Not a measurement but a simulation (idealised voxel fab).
Name of the process module below: voxel self aligned vias
FYI the section here is cut, 300 nm wide, cells are 5 nm squares.
Throughout this document, each cross-section is represented as a grid of square cells and is presented as a sequence of bands enumerated from the top downward, where a band comprises one or more rows of cells. The entry gives the band's vertical extent as a top height and a bottom height in nm, then its horizontal make-up as materials from left to right, each with a width in nm. "air" stands for empty space; a single material marked "edge to edge" fills the band edge to edge. For the purposes of this specification, 0 denotes the height below which the wafer in its as-received condition is composed wholly of one material, and the lowermost band, lacking a lower limit, extends downward without end, as expressed in "top 0, no bottom". Graded width ("30..40"): value in top row of band = first number; value in bottom row = second number; row-to-row change constant. What does "nothing was modified" mean for a step? It means no cell of the cross-section changed in that step. For the entry "Sealed internal cavities", the listed items are empty spaces with no open way to the top whose size is 8 cells or more; each item follows the pattern width x height at distance, where distance is from the left edge and all three are in nm. Post-settings text on a step line: simulator's own remark regarding the step. "overlay nm", when on a step's line for a step with a mask, measures how far to the right of its planned place the mask lay; a negative measure means to the left.

[Planned process steps]
1: RECEIVE with material Si
2: CONFORMAL_DEP with material SiO2, thk nm 10
3: CONFORMAL_DEP with material SiCN, thk nm 5
4: DIRECTIONAL_DEP with material lowk, thk nm 20
5: DIRECTIONAL_DEP with material aC, thk nm 15
6: PATTERN with tone open, mask id LINES, material resist, width nm 25, pitch nm 50, thk nm 35, overlay nm 0
7: DIRECTIONAL_ETCH with etch materials aC, depth nm 15
8: STRIP with etch materials resist
9: DIRECTIONAL_ETCH with etch materials lowk, depth nm 20
10: STRIP with etch materials aC
11: CONFORMAL_DEP with material TiN, thk nm 5
12: FILL_DEP with material W, thk nm 5
13: CMP with height nm 35
14: SELECTIVE_ETCH with etch materials W Ru TiN, depth nm 5
15: FILL_DEP with material SiN, thk nm 5
16: CMP with height nm 35
17: DIRECTIONAL_DEP with material lowk, thk nm 15
18: DIRECTIONAL_DEP with material aC, thk nm 10
19: PATTERN with tone open, mask id VIAS, material resist, width nm 35, thk nm 30, overlay nm 0
20: DIRECTIONAL_ETCH with etch materials aC, depth nm 10
21: STRIP with etch materials resist
22: DIRECTIONAL_ETCH with etch materials lowk, depth nm 15
23: DIRECTIONAL_ETCH with etch materials SiN, depth nm 5
24: STRIP with etch materials aC
25: CONFORMAL_DEP with material TiN, thk nm 5
26: FILL_DEP with material Cu, thk nm 5
27: CMP with height nm 50
28: CONFORMAL_DEP with material SiN, thk nm 5

[The first wafer of two, processed as planned]

[So this is the incoming wafer in cross-section - it's already been through step 1]
- top 0, no bottom | Si edge to edge
- Sealed internal cavities: none

[Wafer section view after processing step 2]
- top 10, bottom 0 | SiO2 edge to edge
- Under the height 0 nothing was changed.

[Wafer section view after processing step 3]
- top 15, bottom 10 | SiCN edge to edge
- Under the height 10 nothing was changed.

[Wafer section view after processing step 4]
- top 35, bottom 15 | lowk edge to edge
- Under the height 15 nothing was changed.

[Wafer section view after processing step 5]
- top 50, bottom 35 | aC edge to edge
- Under the height 35 nothing was changed.

[Wafer section view after processing step 6]
- top 85, bottom 50 | resist 110  air 25  resist 25  air 25  resist 115
- Under the height 50 nothing was changed.

[Wafer section view after processing step 7]
- top 70, bottom 50 | resist 110  air 25  resist 25  air 25  resist 115
- top 50, bottom 35 | aC 110  air 25  aC 25  air 25  aC 115
- Under the height 35 nothing was changed.

[Wafer section view after processing step 8]
- top 50, bottom 35 | aC 110  air 25  aC 25  air 25  aC 115
- Under the height 35 nothing was changed.

[Wafer section view after processing step 9]
- top 50, bottom 35 | aC 110  air 25  aC 25  air 25  aC 115
- top 35, bottom 15 | lowk 110  air 25  lowk 25  air 25  lowk 115
- Under the height 15 nothing was changed.

[Wafer section view after processing step 10]
- top 35, bottom 15 | lowk 110  air 25  lowk 25  air 25  lowk 115
- Under the height 15 nothing was changed.

[Wafer section view after processing step 11]
- top 40, bottom 35 | TiN 115  air 15  TiN 35  air 15  TiN 120
- top 35, bottom 20 | lowk 110  TiN 5  air 15  TiN 5  lowk 25  TiN 5  air 15  TiN 5  lowk 115
- top 20, bottom 15 | lowk 110  TiN 25  lowk 25  TiN 25  lowk 115
- Under the height 15 nothing was changed.

[Wafer section view after processing step 12]
- top 45, bottom 40 | W edge to edge
- top 40, bottom 35 | TiN 115  W 15  TiN 35  W 15  TiN 120
- top 35, bottom 20 | lowk 110  TiN 5  W 15  TiN 5  lowk 25  TiN 5  W 15  TiN 5  lowk 115
- Under the height 20 nothing was changed.

[Wafer section view after processing step 13]
- top 35, bottom 20 | lowk 110  TiN 5  W 15  TiN 5  lowk 25  TiN 5  W 15  TiN 5  lowk 115
- Under the height 20 nothing was changed.

[Wafer section view after processing step 14]
- top 35, bottom 30 | lowk 110  air 25  lowk 25  air 25  lowk 115
- Under the height 30 nothing was changed.

[Wafer section view after processing step 15]
- top 40, bottom 35 | SiN edge to edge
- top 35, bottom 30 | lowk 110  SiN 25  lowk 25  SiN 25  lowk 115
- Under the height 30 nothing was changed.

[Wafer section view after processing step 16]
- top 35, bottom 30 | lowk 110  SiN 25  lowk 25  SiN 25  lowk 115
- Under the height 30 nothing was changed.

[Wafer section view after processing step 17]
- top 50, bottom 35 | lowk edge to edge
- Under the height 35 nothing was changed.

[Wafer section view after processing step 18]
- top 60, bottom 50 | aC edge to edge
- Under the height 50 nothing was changed.

[Wafer section view after processing step 19]
- top 90, bottom 60 | resist 105  air 35  resist 160
- Under the height 60 nothing was changed.

[Wafer section view after processing step 20]
- top 80, bottom 60 | resist 105  air 35  resist 160
- top 60, bottom 50 | aC 105  air 35  aC 160
- Under the height 50 nothing was changed.

[Wafer section view after processing step 21]
- top 60, bottom 50 | aC 105  air 35  aC 160
- Under the height 50 nothing was changed.

[Wafer section view after processing step 22]
- top 60, bottom 50 | aC 105  air 35  aC 160
- top 50, bottom 35 | lowk 105  air 35  lowk 160
- Under the height 35 nothing was changed.

[Wafer section view after processing step 23]
- top 60, bottom 50 | aC 105  air 35  aC 160
- top 50, bottom 35 | lowk 105  air 35  lowk 160
- top 35, bottom 30 | lowk 110  air 25  lowk 25  SiN 25  lowk 115
- Under the height 30 nothing was changed.

[Wafer section view after processing step 24]
- top 50, bottom 35 | lowk 105  air 35  lowk 160
- Under the height 35 nothing was changed.

[Wafer section view after processing step 25]
- top 55, bottom 50 | TiN 110  air 25  TiN 165
- top 50, bottom 40 | lowk 105  TiN 5  air 25  TiN 5  lowk 160
- top 40, bottom 35 | lowk 105  TiN 10  air 15  TiN 10  lowk 160
- top 35, bottom 30 | lowk 110  TiN 25  lowk 25  SiN 25  lowk 115
- Under the height 30 nothing was changed.

[Wafer section view after processing step 26]
- top 60, bottom 55 | Cu edge to edge
- top 55, bottom 50 | TiN 110  Cu 25  TiN 165
- top 50, bottom 40 | lowk 105  TiN 5  Cu 25  TiN 5  lowk 160
- top 40, bottom 35 | lowk 105  TiN 10  Cu 15  TiN 10  lowk 160
- Under the height 35 nothing was changed.

[Wafer section view after processing step 27]
- top 50, bottom 40 | lowk 105  TiN 5  Cu 25  TiN 5  lowk 160
- Under the height 40 nothing was changed.

[Wafer section view after processing step 28]
- top 55, bottom 50 | SiN edge to edge
- Under the height 50 nothing was changed.

[Regarding the second of the two wafers: it shared the first wafer's starting condition and process plan, yet one error occurred during its execution. Its history coincides with that of the first wafer up to and including step 5]

[Cross-section of the second wafer when, according to plan, step 6 should have finished]
- top 85, bottom 50 | resist 105  air 25  resist 25  air 25  resist 120
- Under the height 50 nothing was changed.

[Cross-section of the second wafer when, according to plan, step 7 should have finished]
- top 70, bottom 50 | resist 105  air 25  resist 25  air 25  resist 120
- top 50, bottom 35 | aC 105  air 25  aC 25  air 25  aC 120
- Under the height 35 nothing was changed.

[Cross-section of the second wafer when, according to plan, step 8 should have finished]
- top 50, bottom 35 | aC 105  air 25  aC 25  air 25  aC 120
- Under the height 35 nothing was changed.

[Cross-section of the second wafer when, according to plan, step 9 should have finished]
- top 50, bottom 35 | aC 105  air 25  aC 25  air 25  aC 120
- top 35, bottom 15 | lowk 105  air 25  lowk 25  air 25  lowk 120
- Under the height 15 nothing was changed.

[Cross-section of the second wafer when, according to plan, step 10 should have finished]
- top 35, bottom 15 | lowk 105  air 25  lowk 25  air 25  lowk 120
- Under the height 15 nothing was changed.

[Cross-section of the second wafer when, according to plan, step 11 should have finished]
- top 40, bottom 35 | TiN 110  air 15  TiN 35  air 15  TiN 125
- top 35, bottom 20 | lowk 105  TiN 5  air 15  TiN 5  lowk 25  TiN 5  air 15  TiN 5  lowk 120
- top 20, bottom 15 | lowk 105  TiN 25  lowk 25  TiN 25  lowk 120
- Under the height 15 nothing was changed.

[Cross-section of the second wafer when, according to plan, step 12 should have finished]
- top 45, bottom 40 | W edge to edge
- top 40, bottom 35 | TiN 110  W 15  TiN 35  W 15  TiN 125
- top 35, bottom 20 | lowk 105  TiN 5  W 15  TiN 5  lowk 25  TiN 5  W 15  TiN 5  lowk 120
- Under the height 20 nothing was changed.

[Cross-section of the second wafer when, according to plan, step 13 should have finished]
- top 35, bottom 20 | lowk 105  TiN 5  W 15  TiN 5  lowk 25  TiN 5  W 15  TiN 5  lowk 120
- Under the height 20 nothing was changed.

[Cross-section of the second wafer when, according to plan, step 14 should have finished]
- top 35, bottom 30 | lowk 105  air 25  lowk 25  air 25  lowk 120
- Under the height 30 nothing was changed.

[Cross-section of the second wafer when, according to plan, step 15 should have finished]
- top 40, bottom 35 | SiN edge to edge
- top 35, bottom 30 | lowk 105  SiN 25  lowk 25  SiN 25  lowk 120
- Under the height 30 nothing was changed.

[Cross-section of the second wafer when, according to plan, step 16 should have finished]
- top 35, bottom 30 | lowk 105  SiN 25  lowk 25  SiN 25  lowk 120
- Under the height 30 nothing was changed.

[Cross-section of the second wafer when, according to plan, step 17 should have finished]
- top 50, bottom 35 | lowk edge to edge
- Under the height 35 nothing was changed.

[Cross-section of the second wafer when, according to plan, step 18 should have finished]
- top 60, bottom 50 | aC edge to edge
- Under the height 50 nothing was changed.

[Cross-section of the second wafer when, according to plan, step 19 should have finished]
- top 90, bottom 60 | resist 105  air 35  resist 160
- Under the height 60 nothing was changed.

[Cross-section of the second wafer when, according to plan, step 20 should have finished]
- top 80, bottom 60 | resist 105  air 35  resist 160
- top 60, bottom 50 | aC 105  air 35  aC 160
- Under the height 50 nothing was changed.

[Cross-section of the second wafer when, according to plan, step 21 should have finished]
- top 60, bottom 50 | aC 105  air 35  aC 160
- Under the height 50 nothing was changed.

[Cross-section of the second wafer when, according to plan, step 22 should have finished]
- top 60, bottom 50 | aC 105  air 35  aC 160
- top 50, bottom 35 | lowk 105  air 35  lowk 160
- Under the height 35 nothing was changed.

[Cross-section of the second wafer when, according to plan, step 23 should have finished]
- top 60, bottom 50 | aC 105  air 35  aC 160
- top 50, bottom 35 | lowk 105  air 35  lowk 160
- top 35, bottom 30 | lowk 105  air 25  lowk 25  SiN 25  lowk 120
- Under the height 30 nothing was changed.

[Cross-section of the second wafer when, according to plan, step 24 should have finished]
- top 50, bottom 35 | lowk 105  air 35  lowk 160
- Under the height 35 nothing was changed.

[Cross-section of the second wafer when, according to plan, step 25 should have finished]
- top 55, bottom 50 | TiN 110  air 25  TiN 165
- top 50, bottom 40 | lowk 105  TiN 5  air 25  TiN 5  lowk 160
- top 40, bottom 35 | lowk 105  TiN 5  air 15  TiN 15  lowk 160
- top 35, bottom 30 | lowk 105  TiN 25  lowk 25  SiN 25  lowk 120
- Under the height 30 nothing was changed.

[Cross-section of the second wafer when, according to plan, step 26 should have finished]
- top 60, bottom 55 | Cu edge to edge
- top 55, bottom 50 | TiN 110  Cu 25  TiN 165
- top 50, bottom 40 | lowk 105  TiN 5  Cu 25  TiN 5  lowk 160
- top 40, bottom 35 | lowk 105  TiN 5  Cu 15  TiN 15  lowk 160
- Under the height 35 nothing was changed.

[Cross-section of the second wafer when, according to plan, step 27 should have finished]
- top 50, bottom 40 | lowk 105  TiN 5  Cu 25  TiN 5  lowk 160
- Under the height 40 nothing was changed.

[Cross-section of the second wafer when, according to plan, step 28 should have finished]
- top 55, bottom 50 | SiN edge to edge
- Under the height 50 nothing was changed.
It is concluded that the wafer was processed incorrectly with respect to the plan, in that for step 6, the planned setting was not used; the step was instead run as PATTERN with tone open, mask id LINES, material resist, width nm 25, pitch nm 50, thk nm 35, overlay nm -5
Cell counts per material: same on both final wafers. Positions: different.
